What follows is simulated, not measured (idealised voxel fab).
The following process module bears the name voxel ribs on slabs.
cross-section cut | 185 nm wide | cells 5 nm
We lay out every cross-section as a grid of square cells and spell it out in bands from the top down, where one band means one or more rows of cells.
The band entry comprises the height of the band's top followed by the height of its bottom, expressed in nm, and subsequently the band's materials from left to right, each stated together with its width in nm. Where a single material is marked with the word "full width", that material fills the band from edge to edge. The word "blank" represents empty space.
Height is counted from the level 0, under which the received wafer is composed throughout of one material. The lowest of the bands is not closed at the bottom but continues downward, in the notation "0 -> down".
When a width is written as two numbers, as in "30..40", the first number is the width in the top row of cells of the band and the second is the width in its bottom row, and the width changes by the same amount from each row to the next.
Given "remains unaltered" for a step, no cell of the cross-section differs between before and after that step.
Basically, "Entrapped void list" tells you about the enclosed voids: empty spaces with no open way to the top, 8 cells or bigger, each written width x height at distance, where distance is from the left edge, all in nm.
On each step's line, the part that comes after the settings is the simulator's own comment on the step.
overlay nm: mask offset rightward from planned place, masked step; negative means leftward offset.
## List of planned process steps
1,RECEIVE: material Si
2,DIRECTIONAL_DEP: material SiO2, thk nm 20
3,DIRECTIONAL_DEP: material polySi, thk nm 25
4,MASKED_ETCH: tone cover, mask id RIB, width nm 30, etch materials polySi, depth nm 20, overlay nm 0
5,PATTERN: tone cover, mask id SLAB, material resist, width nm 80, thk nm 20, overlay nm 0
6,DIRECTIONAL_ETCH: etch materials polySi, depth nm 5
7,STRIP: etch materials resist
8,FILL_DEP: material SiO2, thk nm 20
9,CMP: height nm 60
10,DIRECTIONAL_DEP: material TiN, thk nm 5
11,MASKED_ETCH: tone cover, mask id HEATER, width nm 40, etch materials TiN, depth nm 5, overlay nm 0
12,CONFORMAL_DEP: material SiN, thk nm 5
## Wafer cross-section on receipt, i.e. after step 1
  0 -> down | Si full width
  Entrapped void list: none
## What the wafer looks like in cross-section after this module, when it starts as shown above and follows the plan above but one mistake is made in running it
  70 -> 65 | SiN 75, blank 30, SiN 80
  65 -> 60 | TiN 70, SiN 40, TiN 75
  60 -> 45 | SiO2 full width
  45 -> 25 | SiO2 75, polySi 30, SiO2 80
  25 -> 20 | SiO2 50, polySi 80, SiO2 55
  20 -> 0 | SiO2 full width
  0 -> down | Si full width
  Entrapped void list: none
In executing the process, a mistake was made relative to the plan: step 11: run off-plan, actual operation and settings MASKED_ETCH: tone open, mask id HEATER, width nm 40, etch materials TiN, depth nm 5, overlay nm 0
